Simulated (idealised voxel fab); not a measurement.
process module | voxel self aligned vias
cross-section cut | 170 nm wide | cells 5 nm
A cross-section is a grid of square cells, given in bands from the top down. A band is one or more rows of cells.
Each band's line starts with the height of the band's top and of its bottom, in nm. Then come its materials from left to right, each with its width in nm. One material with "throughout" fills the band from edge to edge. "air" is empty space.
Height 0 is the level under which the wafer as received is all one material. The lowest band goes on downwards, as in "0 down".
A width such as "30 to 40" changes by the same amount from each row of cells to the next, from the band's top row to its bottom row.
"no change" after a step means that no cell of the cross-section changed.
closed voids: empty space of 8 cells or more with no open way to the top, each as width x height at its distance from the left edge, in nm
after a step's settings: what the simulator itself notes on the step
overlay nm, on a step with a mask: how far to the right of its planned place the mask lay; to the left if negative
plan
1 op RECEIVE | material Si
2 op CONFORMAL_DEP | material SiO2 | thk nm 15
3 op CONFORMAL_DEP | material SiCN | thk nm 5
4 op DIRECTIONAL_DEP | material lowk | thk nm 30
5 op PATTERN | tone open | mask id LINES | material resist | width nm 25 | pitch nm 50 | thk nm 20 | overlay nm 0
6 op DIRECTIONAL_ETCH | etch materials lowk | depth nm 30
7 op STRIP | etch materials resist
8 op CONFORMAL_DEP | material TiN | thk nm 5
9 op FILL_DEP | material W | thk nm 5
10 op CMP | height nm 50
11 op SELECTIVE_ETCH | etch materials W Ru TiN | depth nm 5
12 op FILL_DEP | material SiN | thk nm 5
13 op CMP | height nm 50
14 op DIRECTIONAL_DEP | material lowk | thk nm 15
15 op MASKED_ETCH | tone open | mask id VIAS | width nm 35 | pitch nm 100 | etch materials lowk | depth nm 15 | overlay nm 0
16 op MASKED_ETCH | tone open | mask id VIAS | width nm 35 | pitch nm 100 | etch materials SiN | depth nm 5 | overlay nm 0
17 op CONFORMAL_DEP | material TiN | thk nm 5
18 op FILL_DEP | material W | thk nm 10
19 op CMP | height nm 65
20 op CONFORMAL_DEP | material SiN | thk nm 5
as received, after step 1
  0 down: Si throughout
  closed voids: none
a wafer at the end: this start, this plan, one mistake
  70 to 65: SiN throughout
  65 to 55: lowk 15 | TiN 5 | W 25 | TiN 5 | lowk 65 | TiN 5 | W 25 | TiN 5 | lowk 20
  55 to 50: lowk 15 | TiN 35 | lowk 65 | TiN 35 | lowk 20
  50 to 45: SiCN throughout
  45 to 15: lowk throughout
  15 to 0: SiO2 throughout
  0 down: Si throughout
  closed voids: none
what went wrong: steps 3 and 4 were swapped
